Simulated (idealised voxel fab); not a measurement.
This is a process module. Its name is voxel spacer lines.
This is section cut - it's 260 nm across, gridded in 5 nm square cells.
How to read a cross-section here: the picture is a grid of square cells, written as bands going from the top down, and any band can span one or more rows of cells. The band entry comprises the height of the band's top followed by the height of its bottom, expressed in nm, and subsequently the band's materials from left to right, each stated together with its width in nm. Where a single material is marked with the word "full width", that material fills the band from edge to edge. The word "blank" represents empty space. Below 0: as-received wafer, all one material; heights counted from there. Lowest band: no bottom, goes on down, written "0..down". It should be noted that a width expressed as "30 to 40" varies in equal increments from row to row of cells within the band, taking the value of the first number at the top row and that of the second number at the bottom row. The designation "no alterations made", where it is given for a processing step, indicates that no cell of the cross-section was altered in the course of that step. For the entry "Closed void register", the listed items are empty spaces with no open way to the top whose size is 8 cells or more; each item follows the pattern width x height at distance, where distance is from the left edge and all three are in nm. That trailing text on a step's line, after the settings, is the simulator's own remark on the step. "overlay nm" denotes, for a step that has a mask, the displacement of the mask to the right of its planned place, with negative values corresponding to the left.

### plan
step 1: RECEIVE (material Si)
step 2: CONFORMAL_DEP (material Al2O3; thk nm 5)
step 3: DIRECTIONAL_DEP (material SiN; thk nm 5)
step 4: DIRECTIONAL_DEP (material aC; thk nm 25)
step 5: PATTERN (tone cover; mask id MANDREL; material resist; width nm 20; pitch nm 60; thk nm 35; overlay nm 0)
step 6: DIRECTIONAL_ETCH (etch materials aC; depth nm 25)
step 7: STRIP (etch materials resist)
step 8: CONFORMAL_DEP (material SiO2; thk nm 10)
step 9: DIRECTIONAL_ETCH (etch materials SiO2; depth nm 10)
step 10: STRIP (etch materials aC)
step 11: DIRECTIONAL_ETCH (etch materials SiN; depth nm 15)
step 12: STRIP (etch materials SiO2)
Be aware that, although all wafers share a common starting state, the thk nm at step 3 differs among them, and the plan displays the first wafer's value.

### Cross-section of the first of several wafers as received (after step 1)
0..down = Si full width
Closed void register: none

### each wafer at the end: cells of each material gained (+) or lost (-) since it was received, then its closed voids
thk nm 5 | +52 Al2O3 | +8 SiN | Closed void register: none
thk nm 10 | +52 Al2O3 | +16 SiN | Closed void register: none
thk nm 15 | +52 Al2O3 | +24 SiN | Closed void register: none
thk nm 20 | +52 Al2O3 | +76 SiN | Closed void register: none
thk nm 25 | +52 Al2O3 | +128 SiN | Closed void register: none
thk nm 30 | +52 Al2O3 | +180 SiN | Closed void register: none
